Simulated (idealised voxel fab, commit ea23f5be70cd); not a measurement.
The process module that follows is named voxel spacer lines.
Cross-section cut: width 220 nm, square cells of 5 nm.
Cross-section, as written here: a square-cell grid given band by band from the top down, where a band holds one or more rows of cells.
Band: top height; bottom height; in nm. Then, left to right: material with width in nm, for each material. "everywhere": a single material spanning edge to edge. "empty": empty space.
Height is counted from the level 0, under which the received wafer is composed throughout of one material. The lowest of the bands is not closed at the bottom but continues downward, in the notation "0..down".
When a width is written as two numbers, as in "30..40", the first number is the width in the top row of cells of the band and the second is the width in its bottom row, and the width changes by the same amount from each row to the next.
Where a step carries "no change", the cross-section came out of it unchanged, cell for cell.
Enclosed voids (no open way to top), threshold 8 cells or more, entry "Closed void roster", notation width x height at distance, distance from left edge, nm.
On each step's line, the part that comes after the settings is the simulator's own comment on the step.
"overlay nm", when on a step's line for a step with a mask, measures how far to the right of its planned place the mask lay; a negative measure means to the left.

### The process steps that were planned are listed below
1) RECEIVE [material Si]
2) CONFORMAL_DEP [material Al2O3] [thk nm 5]
3) DIRECTIONAL_DEP [material polySi] [thk nm 15]
4) DIRECTIONAL_DEP [material aC] [thk nm 30]
5) PATTERN [tone cover] [mask id MANDREL] [material resist] [width nm 25] [pitch nm 80] [thk nm 40] [overlay nm 0]
6) DIRECTIONAL_ETCH [etch materials aC] [depth nm 30]
7) STRIP [etch materials resist]
8) CONFORMAL_DEP [material SiN] [thk nm 15]
9) DIRECTIONAL_ETCH [etch materials SiN] [depth nm 15]
10) STRIP [etch materials aC]
11) DIRECTIONAL_ETCH [etch materials polySi] [depth nm 15]
12) STRIP [etch materials SiN]

### Shown in cross-section is the wafer as received, that is, as it stands after step 1
  0..down = Si everywhere
  Closed void roster: none

### This is how the wafer looks in cross-section once the module is done, given the starting state and plan above and one mistake in carrying the plan out
  35..20 = 15 of polySi, then 25 of empty, then 15 of polySi, then 25 of empty, then 15 of polySi, then 25 of empty, then 15 of polySi, then 25 of empty, then 15 of polySi, then 25 of empty, then 15 of polySi, then 5 of empty
  20..5 = polySi everywhere
  5..0 = Al2O3 everywhere
  0..down = Si everywhere
  Closed void roster: none
What went wrong in running the wafer? the plan's step 3 ran twice
